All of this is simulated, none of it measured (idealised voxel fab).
process module | voxel wiring stack
cross-section cut | 225 nm wide | cells 5 nm
A cross-section is a grid of square cells, given in bands from the top down. A band is one or more rows of cells.
Each band's line starts with the height of the band's top and of its bottom, in nm. Then come its materials from left to right, each with its width in nm. One material with "throughout" fills the band from edge to edge. "air" is empty space.
Height 0 is the level under which the wafer as received is all one material. The lowest band goes on downwards, as in "0 down".
A width such as "30 to 40" changes by the same amount from each row of cells to the next, from the band's top row to its bottom row.
"no change" after a step means that no cell of the cross-section changed.
closed voids: empty space of 8 cells or more with no open way to the top, each as width x height at its distance from the left edge, in nm
after a step's settings: what the simulator itself notes on the step
overlay nm, on a step with a mask: how far to the right of its planned place the mask lay; to the left if negative
plan
1 op RECEIVE | material Si
2 op CONFORMAL_DEP | material SiO2 | thk nm 10
3 op CONFORMAL_DEP | material SiN | thk nm 5
4 op DIRECTIONAL_DEP | material lowk | thk nm 15
5 op MASKED_ETCH | tone open | mask id METAL_1 | width nm 20 | pitch nm 35 | etch materials lowk | depth nm 15 | overlay nm 0
6 op MASKED_ETCH | tone open | mask id METAL_1 | width nm 20 | pitch nm 35 | etch materials SiN | depth nm 5 | overlay nm 0
7 op CONFORMAL_DEP | material TiN | thk nm 5
8 op FILL_DEP | material Ru | thk nm 5
9 op CMP | height nm 30
10 op CONFORMAL_DEP | material SiCN | thk nm 5
11 op DIRECTIONAL_DEP | material SiO2 | thk nm 20
12 op MASKED_ETCH | tone open | mask id PLUG_1 | width nm 15 | pitch nm 35 | etch materials SiO2 | depth nm 20 | overlay nm 0
13 op MASKED_ETCH | tone open | mask id PLUG_1 | width nm 15 | pitch nm 35 | etch materials SiCN | depth nm 5 | overlay nm 0
14 op CONFORMAL_DEP | material TiN | thk nm 5
15 op FILL_DEP | material Ru | thk nm 10
16 op CMP | height nm 55
17 op CONFORMAL_DEP | material SiCN | thk nm 5
18 op DIRECTIONAL_DEP | material lowk | thk nm 20
19 op PATTERN | tone open | mask id METAL_2 | material resist | width nm 20 | pitch nm 35 | thk nm 20 | overlay nm 0
20 op DIRECTIONAL_ETCH | etch materials lowk | depth nm 20
21 op DIRECTIONAL_ETCH | etch materials SiCN | depth nm 5
22 op STRIP | etch materials resist
23 op CONFORMAL_DEP | material TiN | thk nm 5
24 op FILL_DEP | material W | thk nm 5
25 op CMP | height nm 80
26 op CONFORMAL_DEP | material SiCN | thk nm 5
27 op DIRECTIONAL_DEP | material SiO2 | thk nm 15
28 op PATTERN | tone open | mask id PLUG_2 | material resist | width nm 15 | pitch nm 35 | thk nm 20 | overlay nm 0
29 op DIRECTIONAL_ETCH | etch materials SiO2 | depth nm 15
30 op DIRECTIONAL_ETCH | etch materials SiCN | depth nm 5
31 op STRIP | etch materials resist
32 op EPI | material Ru | thk nm 10
33 op EPI | material Ru | thk nm 10
34 op DIRECTIONAL_DEP | material TiN | thk nm 5
35 op DIRECTIONAL_DEP | material Ru | thk nm 25
36 op MASKED_ETCH | tone cover | mask id METAL_3 | width nm 20 | pitch nm 35 | etch materials Ru | depth nm 25 | overlay nm 0
37 op MASKED_ETCH | tone cover | mask id METAL_3 | width nm 20 | pitch nm 35 | etch materials TiN | depth nm 5 | overlay nm 0
38 op CONFORMAL_DEP | material SiCN | thk nm 5
39 op FILL_DEP | material lowk | thk nm 5
40 op CMP | height nm 130
41 op CONFORMAL_DEP | material SiCN | thk nm 5
as received, after step 1
  0 down: Si throughout
  closed voids: none
first wafer at the end, as planned
  135 to 130: SiCN throughout
  130 to 105: lowk 60 | SiCN 5 | Ru 20 | SiCN 5 | lowk 5 | SiCN 5 | Ru 20 | SiCN 5 | lowk 5 | SiCN 5 | Ru 20 | SiCN 5 | lowk 65
  105 to 100: SiCN 65 | TiN 20 | SiCN 15 | TiN 20 | SiCN 15 | TiN 20 | SiCN 70
  100 to 85: SiO2 65 | Ru 15 | SiO2 20 | Ru 15 | SiO2 20 | Ru 15 | SiO2 75
  85 to 80: SiCN 65 | Ru 15 | SiCN 20 | Ru 15 | SiCN 20 | Ru 15 | SiCN 75
  80 to 60: lowk 65 | TiN 5 | W 10 | TiN 5 | lowk 15 | TiN 5 | W 10 | TiN 5 | lowk 15 | TiN 5 | W 10 | TiN 5 | lowk 70
  60 to 55: SiCN 65 | TiN 20 | SiCN 15 | TiN 20 | SiCN 15 | TiN 20 | SiCN 70
  55 to 35: SiO2 65 | TiN 5 | Ru 5 | TiN 5 | SiO2 20 | TiN 5 | Ru 5 | TiN 5 | SiO2 20 | TiN 5 | Ru 5 | TiN 5 | SiO2 75
  35 to 30: SiCN 65 | TiN 15 | SiCN 20 | TiN 15 | SiCN 20 | TiN 15 | SiCN 75
  30 to 15: lowk 65 | TiN 5 | Ru 10 | TiN 5 | lowk 15 | TiN 5 | Ru 10 | TiN 5 | lowk 15 | TiN 5 | Ru 10 | TiN 5 | lowk 70
  15 to 10: SiN 65 | TiN 20 | SiN 15 | TiN 20 | SiN 15 | TiN 20 | SiN 70
  10 to 0: SiO2 throughout
  0 down: Si throughout
  closed voids: none
second wafer at the end: like start, like plan, one mistake
  135 to 130: SiCN throughout
  130 to 105: lowk 60 | SiCN 5 | Ru 20 | SiCN 5 | lowk 5 | SiCN 5 | Ru 20 | SiCN 5 | lowk 5 | SiCN 5 | Ru 20 | SiCN 5 | lowk 65
  105 to 100: SiCN 65 | TiN 20 | SiCN 15 | TiN 20 | SiCN 15 | TiN 20 | SiCN 70
  100 to 85: SiO2 65 | Ru 15 | SiO2 20 | Ru 15 | SiO2 20 | Ru 15 | SiO2 75
  85 to 80: SiCN 65 | Ru 15 | SiCN 20 | Ru 15 | SiCN 20 | Ru 15 | SiCN 75
  80 to 60: lowk 65 | TiN 5 | W 10 | TiN 5 | lowk 15 | TiN 5 | W 10 | TiN 5 | lowk 15 | TiN 5 | W 10 | TiN 5 | lowk 70
  60 to 55: SiCN 65 | TiN 20 | SiCN 15 | TiN 20 | SiCN 15 | TiN 20 | SiCN 70
  55 to 35: SiO2 65 | TiN 5 | Ru 5 | TiN 5 | SiO2 20 | TiN 5 | Ru 5 | TiN 5 | SiO2 20 | TiN 5 | Ru 5 | TiN 5 | SiO2 75
  35 to 30: SiCN 65 | TiN 15 | SiCN 20 | TiN 15 | SiCN 20 | TiN 15 | SiCN 75
  30 to 20: lowk 65 | TiN 5 | Ru 10 | TiN 5 | lowk 15 | TiN 5 | Ru 10 | TiN 5 | lowk 15 | TiN 5 | Ru 10 | TiN 5 | lowk 70
  20 to 15: lowk 65 | TiN 20 | lowk 15 | TiN 20 | lowk 15 | TiN 20 | lowk 70
  15 to 10: W throughout
  10 to 0: SiO2 throughout
  0 down: Si throughout
  closed voids: none
what went wrong: step 3 ran as: op CONFORMAL_DEP | material W | thk nm 5
at the end the second wafer has, in cells: 6 fewer of Ru | 33 fewer of SiN | 6 fewer of TiN | 45 more of W
